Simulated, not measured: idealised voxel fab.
The document below concerns the process module designated voxel air gaps.
Cross-section cut spans 265 nm and uses square cells 5 nm in size.
A cross-section is a grid of square cells, given in bands from the top down. A band is one or more rows of cells.
Quick guide to a band line: top height, bottom height (nm) up front; then every material left to right with its width in nm. Only one material and it's marked "all across"? Then it fills the band edge to edge. And "blank" just means empty space.
Heights from 0 (as-received wafer is one material below). Bottom band endless downward, as "0 -> down".
Quick explanation for "30->40": the width changes in equal steps down the rows of cells, from the first number in the band's top row to the second number in its bottom row.
Any step labelled "nothing altered" changed none of the cells in the cross-section.
This entry, "Enclosed internal voids", enumerates those empty regions of no fewer than 8 cells that possess no open connection to the top. Each region is reported in the form width x height at distance, the distance being taken from the left edge, with all three quantities expressed in nm.
On a step's line, text after the settings is the simulator commenting on that step.
The line of a step may include "overlay nm". On a step with a mask, this value is how far to the right of its planned place the mask lay. A negative value means the mask lay to the left.

## plan
- 1: RECEIVE, material Si
- 2: CONFORMAL_DEP, material SiO2, thk nm 10
- 3: CONFORMAL_DEP, material SiN, thk nm 5
- 4: DIRECTIONAL_DEP, material lowk, thk nm 40
- 5: PATTERN, tone open, mask id LINES, material resist, width nm 20, pitch nm 45, thk nm 15, overlay nm 0
- 6: DIRECTIONAL_ETCH, etch materials lowk, depth nm 40
- 7: STRIP, etch materials resist
- 8: CONFORMAL_DEP, material TiN, thk nm 5
- 9: FILL_DEP, material Cu, thk nm 5
- 10: CMP, height nm 55
- 11: EPI, material Ru, thk nm 10
- 12: SELECTIVE_ETCH, etch materials lowk, depth nm 50
- 13: CONFORMAL_DEP, material SiN, thk nm 5

## So this is the incoming wafer in cross-section - it's already been through step 1
> 0 -> down  Si all across
> Enclosed internal voids: none

## Cross-section taken at module completion on the first of two wafers; processed per the plan
> 70 -> 65  40 of blank / 185 of SiN / 40 of blank
> 65 -> 55  40 of blank / 5 of SiN / 40 of Ru / 5 of SiN / 40 of Ru / 5 of SiN / 40 of Ru / 5 of SiN / 40 of Ru / 5 of SiN / 40 of blank
> 55 -> 50  40 of blank / 15 of SiN / 5 of TiN / 10 of Cu / 5 of TiN / 25 of SiN / 5 of TiN / 10 of Cu / 5 of TiN / 25 of SiN / 5 of TiN / 10 of Cu / 5 of TiN / 25 of SiN / 5 of TiN / 10 of Cu / 5 of TiN / 15 of SiN / 40 of blank
> 50 -> 20  50 of blank / 5 of SiN / 5 of TiN / 10 of Cu / 5 of TiN / 5 of SiN / 15 of blank / 5 of SiN / 5 of TiN / 10 of Cu / 5 of TiN / 5 of SiN / 15 of blank / 5 of SiN / 5 of TiN / 10 of Cu / 5 of TiN / 5 of SiN / 15 of blank / 5 of SiN / 5 of TiN / 10 of Cu / 5 of TiN / 5 of SiN / 50 of blank
> 20 -> 15  55 of SiN / 20 of TiN / 25 of SiN / 20 of TiN / 25 of SiN / 20 of TiN / 25 of SiN / 20 of TiN / 55 of SiN
> 15 -> 10  SiN all across
> 10 -> 0  SiO2 all across
> 0 -> down  Si all across
> Enclosed internal voids: 15 x 30 at 80; 15 x 30 at 125; 15 x 30 at 170

## Cross-sectional view of the second of two wafers upon completion of the module. This wafer shared its starting condition and process plan with the first; one error was made during its execution
> 70 -> 65  35 of blank / 185 of SiN / 45 of blank
> 65 -> 55  35 of blank / 5 of SiN / 40 of Ru / 5 of SiN / 40 of Ru / 5 of SiN / 40 of Ru / 5 of SiN / 40 of Ru / 5 of SiN / 45 of blank
> 55 -> 50  35 of blank / 15 of SiN / 5 of TiN / 10 of Cu / 5 of TiN / 25 of SiN / 5 of TiN / 10 of Cu / 5 of TiN / 25 of SiN / 5 of TiN / 10 of Cu / 5 of TiN / 25 of SiN / 5 of TiN / 10 of Cu / 5 of TiN / 15 of SiN / 45 of blank
> 50 -> 20  45 of blank / 5 of SiN / 5 of TiN / 10 of Cu / 5 of TiN / 5 of SiN / 15 of blank / 5 of SiN / 5 of TiN / 10 of Cu / 5 of TiN / 5 of SiN / 15 of blank / 5 of SiN / 5 of TiN / 10 of Cu / 5 of TiN / 5 of SiN / 15 of blank / 5 of SiN / 5 of TiN / 10 of Cu / 5 of TiN / 5 of SiN / 55 of blank
> 20 -> 15  50 of SiN / 20 of TiN / 25 of SiN / 20 of TiN / 25 of SiN / 20 of TiN / 25 of SiN / 20 of TiN / 60 of SiN
> 15 -> 10  SiN all across
> 10 -> 0  SiO2 all across
> 0 -> down  Si all across
> Enclosed internal voids: 15 x 30 at 75; 15 x 30 at 120; 15 x 30 at 165
Error vs. plan: step 5 went in with a setting other than planned; the actual run was PATTERN, tone open, mask id LINES, material resist, width nm 20, pitch nm 45, thk nm 15, overlay nm -5
The concluding comparison shows that, measured in cells, each material is equally abundant on both wafers, albeit at different positions.
